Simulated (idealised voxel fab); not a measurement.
process module | voxel gate over fins
Cross-sectional view cut (width: 215 nm; square cell size: 5 nm).
Format of a cross-section: grid, square cells. Given as bands. Order: top down. Band: one or more rows of cells.
What a band's entry tells you: where the top is and where the bottom is, as heights in nm, and after that what lies inside, material by material from left to right, each with its width in nm. Empty space is written as the word "empty", and a single material marked with the word "everywhere" occupies the band from edge to edge.
Convention: height 0 is the level below which the wafer, as received, is all one material. The lowest band does not terminate at the bottom but continues downward, represented as "top 0, no bottom".
Think of "30..40" as a width that walks from the first number to the second as you go down the band, top row to bottom row, taking equal-sized steps from row to row.
Step marked "no alterations made"? Then no cell in the cross-section changed in it.
"Sealed void inventory" contains a list of empty spaces, each no smaller than 8 cells and without an open way to the top, written in the form width x height at distance with the distance from the left edge and all three in nm.
Where a step's line continues beyond its settings, the continuation is a remark by the simulator itself on that step.
Steps that use a mask can have "overlay nm" on their line. It says how far the mask sat to the right of where it was meant to be. Negative means to the left.
What follows is a series of pairs. Each pair shows a cross-section before one process step and the cross-section after it, and the after view is drawn only down to the lowest band that changed. Beneath each pair is the step that lies between the two, with its settings. Pairs may come from different runs of this module on the same starting wafer, so a pair continues from the one above it only where its entry headed "Before the step" says so.
Before the step
* top 0, no bottom: Si everywhere
* Sealed void inventory: none
Post-Step Appearance
* top 10, bottom 0: SiN everywhere
* Nothing below the height 0 has changed.
* Sealed void inventory: none
What was done to get from the upper cross-section to the lower one? CONFORMAL_DEP | material SiN | thk nm 10
Before the step: the wafer arrives at this step looking as the after cross-section in the pair just above shows it.
Post-Step Appearance
* top 25, bottom 10: aC everywhere
* Nothing below the height 10 has changed.
* Sealed void inventory: none
What was done to get from the upper cross-section to the lower one? DIRECTIONAL_DEP | material aC | thk nm 15
Before the step: the wafer arrives at this step looking as the after cross-section in the pair just above shows it.
Post-Step Appearance
* top 55, bottom 25: 60 empty / 15 resist / 25 empty / 15 resist / 25 empty / 15 resist / 60 empty
* Nothing below the height 25 has changed.
* Sealed void inventory: none
What was done to get from the upper cross-section to the lower one? PATTERN | tone cover | mask id FINS | material resist | width nm 15 | pitch nm 40 | thk nm 30 | overlay nm 0
Before the step: the wafer arrives at this step looking as the after cross-section in the pair just above shows it.
Post-Step Appearance
* top 40, bottom 25: 60 empty / 15 resist / 25 empty / 15 resist / 25 empty / 15 resist / 60 empty
* top 25, bottom 10: 60 empty / 15 aC / 25 empty / 15 aC / 25 empty / 15 aC / 60 empty
* Nothing below the height 10 has changed.
* Sealed void inventory: none
What was done to get from the upper cross-section to the lower one? DIRECTIONAL_ETCH | etch materials aC | depth nm 15
Before the step: the wafer arrives at this step looking as the after cross-section in the pair just above shows it.
Post-Step Appearance
* top 25, bottom 10: 60 empty / 15 aC / 25 empty / 15 aC / 25 empty / 15 aC / 60 empty
* Nothing below the height 10 has changed.
* Sealed void inventory: none
What was done to get from the upper cross-section to the lower one? STRIP | etch materials resist
Before the step: the wafer arrives at this step looking as the after cross-section in the pair just above shows it.
Post-Step Appearance
* top 25, bottom 10: 60 empty / 15 aC / 25 empty / 15 aC / 25 empty / 15 aC / 60 empty
* top 10, bottom 0: 60 empty / 15 SiN / 25 empty / 15 SiN / 25 empty / 15 SiN / 60 empty
* Nothing below the height 0 has changed.
* Sealed void inventory: none
What was done to get from the upper cross-section to the lower one? DIRECTIONAL_ETCH | etch materials SiN | depth nm 10
Before the step: the wafer arrives at this step looking as the after cross-section in the pair just above shows it.
Post-Step Appearance
* top 25, bottom 10: 60 empty / 15 aC / 25 empty / 15 aC / 25 empty / 15 aC / 60 empty
* top 10, bottom 0: 60 empty / 15 SiN / 25 empty / 15 SiN / 25 empty / 15 SiN / 60 empty
* top 0, bottom -40: 60 empty / 15 Si / 25 empty / 15 Si / 25 empty / 15 Si / 60 empty
* Nothing below the height -40 has changed.
* Sealed void inventory: none
What was done to get from the upper cross-section to the lower one? DIRECTIONAL_ETCH | etch materials Si | depth nm 40
Before the step: the wafer arrives at this step looking as the after cross-section in the pair just above shows it.
Post-Step Appearance
* top 10, bottom 0: 60 empty / 15 SiN / 25 empty / 15 SiN / 25 empty / 15 SiN / 60 empty
* Nothing below the height 0 has changed.
* Sealed void inventory: none
What was done to get from the upper cross-section to the lower one? STRIP | etch materials aC
Before the step: the wafer arrives at this step looking as the after cross-section in the pair just above shows it.
Post-Step Appearance
* top 15, bottom 10: SiO2 everywhere
* top 10, bottom 0: 60 SiO2 / 15 SiN / 25 SiO2 / 15 SiN / 25 SiO2 / 15 SiN / 60 SiO2
* top 0, bottom -40: 60 SiO2 / 15 Si / 25 SiO2 / 15 Si / 25 SiO2 / 15 Si / 60 SiO2
* Nothing below the height -40 has changed.
* Sealed void inventory: none
What was done to get from the upper cross-section to the lower one? FILL_DEP | material SiO2 | thk nm 5
Before the step: the wafer arrives at this step looking as the after cross-section in the pair just above shows it.
Post-Step Appearance
* top 10, bottom 0: 60 SiO2 / 15 SiN / 25 SiO2 / 15 SiN / 25 SiO2 / 15 SiN / 60 SiO2
* Nothing below the height 0 has changed.
* Sealed void inventory: none
What was done to get from the upper cross-section to the lower one? CMP | height nm 10
Before the step: the wafer arrives at this step looking as the after cross-section in the pair just above shows it.
Post-Step Appearance
* top 10, bottom 0: 60 empty / 15 SiN / 25 empty / 15 SiN / 25 empty / 15 SiN / 60 empty
* top 0, bottom -15: 60 empty / 15 Si / 25 empty / 15 Si / 25 empty / 15 Si / 60 empty
* Nothing below the height -15 has changed.
* Sealed void inventory: none
What was done to get from the upper cross-section to the lower one? SELECTIVE_ETCH | etch materials SiO2 | depth nm 25
Before the step: the wafer arrives at this step looking as the after cross-section in the pair just above shows it.
Post-Step Appearance
* top 0, bottom -15: 60 empty / 15 Si / 25 empty / 15 Si / 25 empty / 15 Si / 60 empty
* Nothing below the height -15 has changed.
* Sealed void inventory: none
What was done to get from the upper cross-section to the lower one? STRIP | etch materials SiN
Before the step: the wafer arrives at this step looking as the after cross-section in the pair just above shows it.
Post-Step Appearance
* top 5, bottom 0: 55 empty / 25 HfO2 / 15 empty / 25 HfO2 / 15 empty / 25 HfO2 / 55 empty
* top 0, bottom -10: 55 empty / 5 HfO2 / 15 Si / 5 HfO2 / 15 empty / 5 HfO2 / 15 Si / 5 HfO2 / 15 empty / 5 HfO2 / 15 Si / 5 HfO2 / 55 empty
* top -10, bottom -15: 60 HfO2 / 15 Si / 25 HfO2 / 15 Si / 25 HfO2 / 15 Si / 60 HfO2
* Nothing below the height -15 has changed.
* Sealed void inventory: none
What was done to get from the upper cross-section to the lower one? CONFORMAL_DEP | material HfO2 | thk nm 5
Before the step: the wafer arrives at this step looking as the after cross-section in the pair just above shows it.
Post-Step Appearance
* top 10, bottom 5: 50 empty / 35 TiN / 5 empty / 35 TiN / 5 empty / 35 TiN / 50 empty
* top 5, bottom 0: 50 empty / 5 TiN / 25 HfO2 / 5 TiN / 5 empty / 5 TiN / 25 HfO2 / 5 TiN / 5 empty / 5 TiN / 25 HfO2 / 5 TiN / 50 empty
* top 0, bottom -5: 50 empty / 5 TiN / 5 HfO2 / 15 Si / 5 HfO2 / 5 TiN / 5 empty / 5 TiN / 5 HfO2 / 15 Si / 5 HfO2 / 5 TiN / 5 empty / 5 TiN / 5 HfO2 / 15 Si / 5 HfO2 / 5 TiN / 50 empty
* top -5, bottom -10: 55 TiN / 5 HfO2 / 15 Si / 5 HfO2 / 15 TiN / 5 HfO2 / 15 Si / 5 HfO2 / 15 TiN / 5 HfO2 / 15 Si / 5 HfO2 / 55 TiN
* Nothing below the height -10 has changed.
* Sealed void inventory: none
What was done to get from the upper cross-section to the lower one? CONFORMAL_DEP | material TiN | thk nm 5
Before the step: the wafer arrives at this step looking as the after cross-section in the pair just above shows it.
Post-Step Appearance
* top 15, bottom 10: 45 empty / 125 TiAl / 45 empty
* top 10, bottom 5: 45 empty / 5 TiAl / 35 TiN / 5 TiAl / 35 TiN / 5 TiAl / 35 TiN / 5 TiAl / 45 empty
* top 5, bottom 0: 45 empty / 5 TiAl / 5 TiN / 25 HfO2 / 5 TiN / 5 TiAl / 5 TiN / 25 HfO2 / 5 TiN / 5 TiAl / 5 TiN / 25 HfO2 / 5 TiN / 5 TiAl / 45 empty
* top 0, bottom -5: 50 TiAl / 5 TiN / 5 HfO2 / 15 Si / 5 HfO2 / 5 TiN / 5 TiAl / 5 TiN / 5 HfO2 / 15 Si / 5 HfO2 / 5 TiN / 5 TiAl / 5 TiN / 5 HfO2 / 15 Si / 5 HfO2 / 5 TiN / 50 TiAl
* Nothing below the height -5 has changed.
* Sealed void inventory: none
What was done to get from the upper cross-section to the lower one? CONFORMAL_DEP | material TiAl | thk nm 5
Before the step: the wafer arrives at this step looking as the after cross-section in the pair just above shows it.
Post-Step Appearance
* top 20, bottom 15: 40 empty / 135 TiN / 40 empty
* top 15, bottom 10: 40 empty / 5 TiN / 125 TiAl / 5 TiN / 40 empty
* top 10, bottom 5: 40 empty / 5 TiN / 5 TiAl / 35 TiN / 5 TiAl / 35 TiN / 5 TiAl / 35 TiN / 5 TiAl / 5 TiN / 40 empty
* top 5, bottom 0: 45 TiN / 5 TiAl / 5 TiN / 25 HfO2 / 5 TiN / 5 TiAl / 5 TiN / 25 HfO2 / 5 TiN / 5 TiAl / 5 TiN / 25 HfO2 / 5 TiN / 5 TiAl / 45 TiN
* Nothing below the height 0 has changed.
* Sealed void inventory: none
What was done to get from the upper cross-section to the lower one? CONFORMAL_DEP | material TiN | thk nm 5
Before the step: the wafer arrives at this step looking as the after cross-section in the pair just above shows it.
Post-Step Appearance
* top 35, bottom 20: W everywhere
* top 20, bottom 15: 40 W / 135 TiN / 40 W
* top 15, bottom 10: 40 W / 5 TiN / 125 TiAl / 5 TiN / 40 W
* top 10, bottom 5: 40 W / 5 TiN / 5 TiAl / 35 TiN / 5 TiAl / 35 TiN / 5 TiAl / 35 TiN / 5 TiAl / 5 TiN / 40 W
* Nothing below the height 5 has changed.
* Sealed void inventory: none
What was done to get from the upper cross-section to the lower one? FILL_DEP | material W | thk nm 15
Before the step: the wafer arrives at this step looking as the after cross-section in the pair just above shows it.
Post-Step Appearance
* top 30, bottom 20: W everywhere
* Nothing below the height 20 has changed.
* Sealed void inventory: none
What was done to get from the upper cross-section to the lower one? CMP | height nm 30
Before the step: the wafer arrives at this step looking as the after cross-section in the pair just above shows it.
Post-Step Appearance
* top 40, bottom 30: SiCN everywhere
* Nothing below the height 30 has changed.
* Sealed void inventory: none
What was done to get from the upper cross-section to the lower one? CONFORMAL_DEP | material SiCN | thk nm 10
Before the step
* top 10, bottom 5: 50 empty / 35 TiN / 5 empty / 35 TiN / 5 empty / 35 TiN / 50 empty
* top 5, bottom 0: 50 empty / 5 TiN / 25 HfO2 / 5 TiN / 5 empty / 5 TiN / 25 HfO2 / 5 TiN / 5 empty / 5 TiN / 25 HfO2 / 5 TiN / 50 empty
* top 0, bottom -5: 50 empty / 5 TiN / 5 HfO2 / 15 Si / 5 HfO2 / 5 TiN / 5 empty / 5 TiN / 5 HfO2 / 15 Si / 5 HfO2 / 5 TiN / 5 empty / 5 TiN / 5 HfO2 / 15 Si / 5 HfO2 / 5 TiN / 50 empty
* top -5, bottom -10: 55 TiN / 5 HfO2 / 15 Si / 5 HfO2 / 15 TiN / 5 HfO2 / 15 Si / 5 HfO2 / 15 TiN / 5 HfO2 / 15 Si / 5 HfO2 / 55 TiN
* top -10, bottom -15: 60 HfO2 / 15 Si / 25 HfO2 / 15 Si / 25 HfO2 / 15 Si / 60 HfO2
* top -15, bottom -40: 60 SiO2 / 15 Si / 25 SiO2 / 15 Si / 25 SiO2 / 15 Si / 60 SiO2
* top -40, no bottom: Si everywhere
* Sealed void inventory: none
Post-Step Appearance
* top 15, bottom 5: 45 empty / 125 TiN / 45 empty
* top 5, bottom 0: 45 empty / 10 TiN / 25 HfO2 / 15 TiN / 25 HfO2 / 15 TiN / 25 HfO2 / 10 TiN / 45 empty
* top 0, bottom -10: 55 TiN / 5 HfO2 / 15 Si / 5 HfO2 / 15 TiN / 5 HfO2 / 15 Si / 5 HfO2 / 15 TiN / 5 HfO2 / 15 Si / 5 HfO2 / 55 TiN
* Nothing below the height -10 has changed.
* Sealed void inventory: none
What was done to get from the upper cross-section to the lower one? CONFORMAL_DEP | material TiN | thk nm 5
Before the step: the wafer arrives at this step looking as the after cross-section in the pair just above shows it.
Post-Step Appearance
* top 30, bottom 15: W everywhere
* top 15, bottom 5: 45 W / 125 TiN / 45 W
* top 5, bottom 0: 45 W / 10 TiN / 25 HfO2 / 15 TiN / 25 HfO2 / 15 TiN / 25 HfO2 / 10 TiN / 45 W
* Nothing below the height 0 has changed.
* Sealed void inventory: none
What was done to get from the upper cross-section to the lower one? FILL_DEP | material W | thk nm 15
Before the step: the wafer arrives at this step looking as the after cross-section in the pair just above shows it.
Post-Step Appearance
* top 40, bottom 30: SiCN everywhere
* Nothing below the height 30 has changed.
* Sealed void inventory: none
What was done to get from the upper cross-section to the lower one? CONFORMAL_DEP | material SiCN | thk nm 10
Before the step
* top 35, bottom 20: W everywhere
* top 20, bottom 15: 40 W / 135 TiN / 40 W
* top 15, bottom 10: 40 W / 5 TiN / 125 TiAl / 5 TiN / 40 W
* top 10, bottom 5: 40 W / 5 TiN / 5 TiAl / 35 TiN / 5 TiAl / 35 TiN / 5 TiAl / 35 TiN / 5 TiAl / 5 TiN / 40 W
* top 5, bottom 0: 45 TiN / 5 TiAl / 5 TiN / 25 HfO2 / 5 TiN / 5 TiAl / 5 TiN / 25 HfO2 / 5 TiN / 5 TiAl / 5 TiN / 25 HfO2 / 5 TiN / 5 TiAl / 45 TiN
* top 0, bottom -5: 50 TiAl / 5 TiN / 5 HfO2 / 15 Si / 5 HfO2 / 5 TiN / 5 TiAl / 5 TiN / 5 HfO2 / 15 Si / 5 HfO2 / 5 TiN / 5 TiAl / 5 TiN / 5 HfO2 / 15 Si / 5 HfO2 / 5 TiN / 50 TiAl
* top -5, bottom -10: 55 TiN / 5 HfO2 / 15 Si / 5 HfO2 / 15 TiN / 5 HfO2 / 15 Si / 5 HfO2 / 15 TiN / 5 HfO2 / 15 Si / 5 HfO2 / 55 TiN
* top -10, bottom -15: 60 HfO2 / 15 Si / 25 HfO2 / 15 Si / 25 HfO2 / 15 Si / 60 HfO2
* top -15, bottom -40: 60 SiO2 / 15 Si / 25 SiO2 / 15 Si / 25 SiO2 / 15 Si / 60 SiO2
* top -40, no bottom: Si everywhere
* Sealed void inventory: none
Post-Step Appearance
* top 50, bottom 20: W everywhere
* Nothing below the height 20 has changed.
* Sealed void inventory: none
What was done to get from the upper cross-section to the lower one? FILL_DEP | material W | thk nm 15
Before the step: the wafer arrives at this step looking as the after cross-section in the pair just above shows it.
Post-Step Appearance
* top 30, bottom 20: W everywhere
* Nothing below the height 20 has changed.
* Sealed void inventory: none
What was done to get from the upper cross-section to the lower one? CMP | height nm 30
Before the step
* top 10, bottom 0: 60 SiO2 / 15 SiN / 25 SiO2 / 15 SiN / 25 SiO2 / 15 SiN / 60 SiO2
* top 0, bottom -40: 60 SiO2 / 15 Si / 25 SiO2 / 15 Si / 25 SiO2 / 15 Si / 60 SiO2
* top -40, no bottom: Si everywhere
* Sealed void inventory: none
Post-Step Appearance
* top 10, bottom 0: 60 SiO2 / 15 empty / 25 SiO2 / 15 empty / 25 SiO2 / 15 empty / 60 SiO2
* Nothing below the height 0 has changed.
* Sealed void inventory: none
What was done to get from the upper cross-section to the lower one? STRIP | etch materials SiN
Before the step: the wafer arrives at this step looking as the after cross-section in the pair just above shows it.
Post-Step Appearance
* top 0, bottom -15: 60 empty / 15 Si / 25 empty / 15 Si / 25 empty / 15 Si / 60 empty
* top -15, bottom -25: 35 SiO2 / 25 empty / 15 Si / 25 empty / 15 Si / 25 empty / 15 Si / 25 empty / 35 SiO2
* Nothing below the height -25 has changed.
* Sealed void inventory: none
What was done to get from the upper cross-section to the lower one? SELECTIVE_ETCH | etch materials SiO2 | depth nm 25
Before the step: the wafer arrives at this step looking as the after cross-section in the pair just above shows it.
Post-Step Appearance
* top 5, bottom 0: 55 empty / 25 HfO2 / 15 empty / 25 HfO2 / 15 empty / 25 HfO2 / 55 empty
* top 0, bottom -10: 55 empty / 5 HfO2 / 15 Si / 5 HfO2 / 15 empty / 5 HfO2 / 15 Si / 5 HfO2 / 15 empty / 5 HfO2 / 15 Si / 5 HfO2 / 55 empty
* top -10, bottom -15: 40 HfO2 / 15 empty / 5 HfO2 / 15 Si / 5 HfO2 / 15 empty / 5 HfO2 / 15 Si / 5 HfO2 / 15 empty / 5 HfO2 / 15 Si / 5 HfO2 / 15 empty / 40 HfO2
* top -15, bottom -20: 35 SiO2 / 5 HfO2 / 15 empty / 5 HfO2 / 15 Si / 5 HfO2 / 15 empty / 5 HfO2 / 15 Si / 5 HfO2 / 15 empty / 5 HfO2 / 15 Si / 5 HfO2 / 15 empty / 5 HfO2 / 35 SiO2
* top -20, bottom -25: 35 SiO2 / 25 HfO2 / 15 Si / 25 HfO2 / 15 Si / 25 HfO2 / 15 Si / 25 HfO2 / 35 SiO2
* Nothing below the height -25 has changed.
* Sealed void inventory: none
What was done to get from the upper cross-section to the lower one? CONFORMAL_DEP | material HfO2 | thk nm 5
Before the step: the wafer arrives at this step looking as the after cross-section in the pair just above shows it.
Post-Step Appearance
* top 10, bottom 5: 50 empty / 35 TiN / 5 empty / 35 TiN / 5 empty / 35 TiN / 50 empty
* top 5, bottom 0: 50 empty / 5 TiN / 25 HfO2 / 5 TiN / 5 empty / 5 TiN / 25 HfO2 / 5 TiN / 5 empty / 5 TiN / 25 HfO2 / 5 TiN / 50 empty
* top 0, bottom -5: 50 empty / 5 TiN / 5 HfO2 / 15 Si / 5 HfO2 / 5 TiN / 5 empty / 5 TiN / 5 HfO2 / 15 Si / 5 HfO2 / 5 TiN / 5 empty / 5 TiN / 5 HfO2 / 15 Si / 5 HfO2 / 5 TiN / 50 empty
* top -5, bottom -10: 45 TiN / 5 empty / 5 TiN / 5 HfO2 / 15 Si / 5 HfO2 / 5 TiN / 5 empty / 5 TiN / 5 HfO2 / 15 Si / 5 HfO2 / 5 TiN / 5 empty / 5 TiN / 5 HfO2 / 15 Si / 5 HfO2 / 5 TiN / 5 empty / 45 TiN
* top -10, bottom -15: 40 HfO2 / 5 TiN / 5 empty / 5 TiN / 5 HfO2 / 15 Si / 5 HfO2 / 5 TiN / 5 empty / 5 TiN / 5 HfO2 / 15 Si / 5 HfO2 / 5 TiN / 5 empty / 5 TiN / 5 HfO2 / 15 Si / 5 HfO2 / 5 TiN / 5 empty / 5 TiN / 40 HfO2
* top -15, bottom -20: 35 SiO2 / 5 HfO2 / 15 TiN / 5 HfO2 / 15 Si / 5 HfO2 / 15 TiN / 5 HfO2 / 15 Si / 5 HfO2 / 15 TiN / 5 HfO2 / 15 Si / 5 HfO2 / 15 TiN / 5 HfO2 / 35 SiO2
* Nothing below the height -20 has changed.
* Sealed void inventory: none
What was done to get from the upper cross-section to the lower one? CONFORMAL_DEP | material TiN | thk nm 5
Before the step: the wafer arrives at this step looking as the after cross-section in the pair just above shows it.
Post-Step Appearance
* top 15, bottom 10: 45 empty / 125 TiAl / 45 empty
* top 10, bottom 5: 45 empty / 5 TiAl / 35 TiN / 5 TiAl / 35 TiN / 5 TiAl / 35 TiN / 5 TiAl / 45 empty
* top 5, bottom 0: 45 empty / 5 TiAl / 5 TiN / 25 HfO2 / 5 TiN / 5 TiAl / 5 TiN / 25 HfO2 / 5 TiN / 5 TiAl / 5 TiN / 25 HfO2 / 5 TiN / 5 TiAl / 45 empty
* top 0, bottom -5: 50 TiAl / 5 TiN / 5 HfO2 / 15 Si / 5 HfO2 / 5 TiN / 5 TiAl / 5 TiN / 5 HfO2 / 15 Si / 5 HfO2 / 5 TiN / 5 TiAl / 5 TiN / 5 HfO2 / 15 Si / 5 HfO2 / 5 TiN / 50 TiAl
* top -5, bottom -10: 45 TiN / 5 TiAl / 5 TiN / 5 HfO2 / 15 Si / 5 HfO2 / 5 TiN / 5 TiAl / 5 TiN / 5 HfO2 / 15 Si / 5 HfO2 / 5 TiN / 5 TiAl / 5 TiN / 5 HfO2 / 15 Si / 5 HfO2 / 5 TiN / 5 TiAl / 45 TiN
* top -10, bottom -15: 40 HfO2 / 5 TiN / 5 TiAl / 5 TiN / 5 HfO2 / 15 Si / 5 HfO2 / 5 TiN / 5 TiAl / 5 TiN / 5 HfO2 / 15 Si / 5 HfO2 / 5 TiN / 5 TiAl / 5 TiN / 5 HfO2 / 15 Si / 5 HfO2 / 5 TiN / 5 TiAl / 5 TiN / 40 HfO2
* Nothing below the height -15 has changed.
* Sealed void inventory: none
What was done to get from the upper cross-section to the lower one? CONFORMAL_DEP | material TiAl | thk nm 5
Before the step: the wafer arrives at this step looking as the after cross-section in the pair just above shows it.
Post-Step Appearance
* top 20, bottom 15: 40 empty / 135 TiN / 40 empty
* top 15, bottom 10: 40 empty / 5 TiN / 125 TiAl / 5 TiN / 40 empty
* top 10, bottom 5: 40 empty / 5 TiN / 5 TiAl / 35 TiN / 5 TiAl / 35 TiN / 5 TiAl / 35 TiN / 5 TiAl / 5 TiN / 40 empty
* top 5, bottom 0: 45 TiN / 5 TiAl / 5 TiN / 25 HfO2 / 5 TiN / 5 TiAl / 5 TiN / 25 HfO2 / 5 TiN / 5 TiAl / 5 TiN / 25 HfO2 / 5 TiN / 5 TiAl / 45 TiN
* Nothing below the height 0 has changed.
* Sealed void inventory: none
What was done to get from the upper cross-section to the lower one? CONFORMAL_DEP | material TiN | thk nm 5
Before the step: the wafer arrives at this step looking as the after cross-section in the pair just above shows it.
Post-Step Appearance
* top 35, bottom 20: W everywhere
* top 20, bottom 15: 40 W / 135 TiN / 40 W
* top 15, bottom 10: 40 W / 5 TiN / 125 TiAl / 5 TiN / 40 W
* top 10, bottom 5: 40 W / 5 TiN / 5 TiAl / 35 TiN / 5 TiAl / 35 TiN / 5 TiAl / 35 TiN / 5 TiAl / 5 TiN / 40 W
* Nothing below the height 5 has changed.
* Sealed void inventory: none
What was done to get from the upper cross-section to the lower one? FILL_DEP | material W | thk nm 15
Before the step: the wafer arrives at this step looking as the after cross-section in the pair just above shows it.
Post-Step Appearance
* top 30, bottom 20: W everywhere
* Nothing below the height 20 has changed.
* Sealed void inventory: none
What was done to get from the upper cross-section to the lower one? CMP | height nm 30
Before the step: the wafer arrives at this step looking as the after cross-section in the pair just above shows it.
Post-Step Appearance
* top 40, bottom 30: SiCN everywhere
* Nothing below the height 30 has changed.
* Sealed void inventory: none
What was done to get from the upper cross-section to the lower one? CONFORMAL_DEP | material SiCN | thk nm 10
Before the step
* top 25, bottom 10: 60 empty / 15 aC / 25 empty / 15 aC / 25 empty / 15 aC / 60 empty
* top 10, bottom 0: 60 empty / 15 SiN / 25 empty / 15 SiN / 25 empty / 15 SiN / 60 empty
* top 0, no bottom: Si everywhere
* Sealed void inventory: none
Post-Step Appearance
* top 25, bottom 10: 60 empty / 15 aC / 25 empty / 15 aC / 25 empty / 15 aC / 60 empty
* top 10, bottom 0: 60 empty / 15 SiN / 25 empty / 15 SiN / 25 empty / 15 SiN / 60 empty
* top 0, bottom -35: 60 empty / 15 Si / 25 empty / 15 Si / 25 empty / 15 Si / 60 empty
* Nothing below the height -35 has changed.
* Sealed void inventory: none
What was done to get from the upper cross-section to the lower one? DIRECTIONAL_ETCH | etch materials Si | depth nm 35
Before the step: the wafer arrives at this step looking as the after cross-section in the pair just above shows it.
Post-Step Appearance
* top 10, bottom 0: 60 empty / 15 SiN / 25 empty / 15 SiN / 25 empty / 15 SiN / 60 empty
* Nothing below the height 0 has changed.
* Sealed void inventory: none
What was done to get from the upper cross-section to the lower one? STRIP | etch materials aC
Before the step: the wafer arrives at this step looking as the after cross-section in the pair just above shows it.
Post-Step Appearance
* top 15, bottom 10: SiO2 everywhere
* top 10, bottom 0: 60 SiO2 / 15 SiN / 25 SiO2 / 15 SiN / 25 SiO2 / 15 SiN / 60 SiO2
* top 0, bottom -35: 60 SiO2 / 15 Si / 25 SiO2 / 15 Si / 25 SiO2 / 15 Si / 60 SiO2
* Nothing below the height -35 has changed.
* Sealed void inventory: none
What was done to get from the upper cross-section to the lower one? FILL_DEP | material SiO2 | thk nm 5
Before the step: the wafer arrives at this step looking as the after cross-section in the pair just above shows it.
Post-Step Appearance
* top 10, bottom 0: 60 SiO2 / 15 SiN / 25 SiO2 / 15 SiN / 25 SiO2 / 15 SiN / 60 SiO2
* Nothing below the height 0 has changed.
* Sealed void inventory: none
What was done to get from the upper cross-section to the lower one? CMP | height nm 10
Before the step: the wafer arrives at this step looking as the after cross-section in the pair just above shows it.
Post-Step Appearance
* top 10, bottom 0: 60 empty / 15 SiN / 25 empty / 15 SiN / 25 empty / 15 SiN / 60 empty
* top 0, bottom -15: 60 empty / 15 Si / 25 empty / 15 Si / 25 empty / 15 Si / 60 empty
* Nothing below the height -15 has changed.
* Sealed void inventory: none
What was done to get from the upper cross-section to the lower one? SELECTIVE_ETCH | etch materials SiO2 | depth nm 25
Before the step: the wafer arrives at this step looking as the after cross-section in the pair just above shows it.
Post-Step Appearance
* top 0, bottom -15: 60 empty / 15 Si / 25 empty / 15 Si / 25 empty / 15 Si / 60 empty
* Nothing below the height -15 has changed.
* Sealed void inventory: none
What was done to get from the upper cross-section to the lower one? STRIP | etch materials SiN
Before the step: the wafer arrives at this step looking as the after cross-section in the pair just above shows it.
Post-Step Appearance
* top 5, bottom 0: 55 empty / 25 HfO2 / 15 empty / 25 HfO2 / 15 empty / 25 HfO2 / 55 empty
* top 0, bottom -10: 55 empty / 5 HfO2 / 15 Si / 5 HfO2 / 15 empty / 5 HfO2 / 15 Si / 5 HfO2 / 15 empty / 5 HfO2 / 15 Si / 5 HfO2 / 55 empty
* top -10, bottom -15: 60 HfO2 / 15 Si / 25 HfO2 / 15 Si / 25 HfO2 / 15 Si / 60 HfO2
* Nothing below the height -15 has changed.
* Sealed void inventory: none
What was done to get from the upper cross-section to the lower one? CONFORMAL_DEP | material HfO2 | thk nm 5
Before the step: the wafer arrives at this step looking as the after cross-section in the pair just above shows it.
Post-Step Appearance
* top 10, bottom 5: 50 empty / 35 TiN / 5 empty / 35 TiN / 5 empty / 35 TiN / 50 empty
* top 5, bottom 0: 50 empty / 5 TiN / 25 HfO2 / 5 TiN / 5 empty / 5 TiN / 25 HfO2 / 5 TiN / 5 empty / 5 TiN / 25 HfO2 / 5 TiN / 50 empty
* top 0, bottom -5: 50 empty / 5 TiN / 5 HfO2 / 15 Si / 5 HfO2 / 5 TiN / 5 empty / 5 TiN / 5 HfO2 / 15 Si / 5 HfO2 / 5 TiN / 5 empty / 5 TiN / 5 HfO2 / 15 Si / 5 HfO2 / 5 TiN / 50 empty
* top -5, bottom -10: 55 TiN / 5 HfO2 / 15 Si / 5 HfO2 / 15 TiN / 5 HfO2 / 15 Si / 5 HfO2 / 15 TiN / 5 HfO2 / 15 Si / 5 HfO2 / 55 TiN
* Nothing below the height -10 has changed.
* Sealed void inventory: none
What was done to get from the upper cross-section to the lower one? CONFORMAL_DEP | material TiN | thk nm 5
Before the step: the wafer arrives at this step looking as the after cross-section in the pair just above shows it.
Post-Step Appearance
* top 15, bottom 10: 45 empty / 125 TiAl / 45 empty
* top 10, bottom 5: 45 empty / 5 TiAl / 35 TiN / 5 TiAl / 35 TiN / 5 TiAl / 35 TiN / 5 TiAl / 45 empty
* top 5, bottom 0: 45 empty / 5 TiAl / 5 TiN / 25 HfO2 / 5 TiN / 5 TiAl / 5 TiN / 25 HfO2 / 5 TiN / 5 TiAl / 5 TiN / 25 HfO2 / 5 TiN / 5 TiAl / 45 empty
* top 0, bottom -5: 50 TiAl / 5 TiN / 5 HfO2 / 15 Si / 5 HfO2 / 5 TiN / 5 TiAl / 5 TiN / 5 HfO2 / 15 Si / 5 HfO2 / 5 TiN / 5 TiAl / 5 TiN / 5 HfO2 / 15 Si / 5 HfO2 / 5 TiN / 50 TiAl
* Nothing below the height -5 has changed.
* Sealed void inventory: none
What was done to get from the upper cross-section to the lower one? CONFORMAL_DEP | material TiAl | thk nm 5
Before the step: the wafer arrives at this step looking as the after cross-section in the pair just above shows it.
Post-Step Appearance
* top 20, bottom 15: 40 empty / 135 TiN / 40 empty
* top 15, bottom 10: 40 empty / 5 TiN / 125 TiAl / 5 TiN / 40 empty
* top 10, bottom 5: 40 empty / 5 TiN / 5 TiAl / 35 TiN / 5 TiAl / 35 TiN / 5 TiAl / 35 TiN / 5 TiAl / 5 TiN / 40 empty
* top 5, bottom 0: 45 TiN / 5 TiAl / 5 TiN / 25 HfO2 / 5 TiN / 5 TiAl / 5 TiN / 25 HfO2 / 5 TiN / 5 TiAl / 5 TiN / 25 HfO2 / 5 TiN / 5 TiAl / 45 TiN
* Nothing below the height 0 has changed.
* Sealed void inventory: none
What was done to get from the upper cross-section to the lower one? CONFORMAL_DEP | material TiN | thk nm 5
Before the step: the wafer arrives at this step looking as the after cross-section in the pair just above shows it.
Post-Step Appearance
* top 35, bottom 20: W everywhere
* top 20, bottom 15: 40 W / 135 TiN / 40 W
* top 15, bottom 10: 40 W / 5 TiN / 125 TiAl / 5 TiN / 40 W
* top 10, bottom 5: 40 W / 5 TiN / 5 TiAl / 35 TiN / 5 TiAl / 35 TiN / 5 TiAl / 35 TiN / 5 TiAl / 5 TiN / 40 W
* Nothing below the height 5 has changed.
* Sealed void inventory: none
What was done to get from the upper cross-section to the lower one? FILL_DEP | material W | thk nm 15
Before the step: the wafer arrives at this step looking as the after cross-section in the pair just above shows it.
Post-Step Appearance
* top 30, bottom 20: W everywhere
* Nothing below the height 20 has changed.
* Sealed void inventory: none
What was done to get from the upper cross-section to the lower one? CMP | height nm 30
Before the step: the wafer arrives at this step looking as the after cross-section in the pair just above shows it.
Post-Step Appearance
* top 40, bottom 30: SiCN everywhere
* Nothing below the height 30 has changed.
* Sealed void inventory: none
What was done to get from the upper cross-section to the lower one? CONFORMAL_DEP | material SiCN | thk nm 10
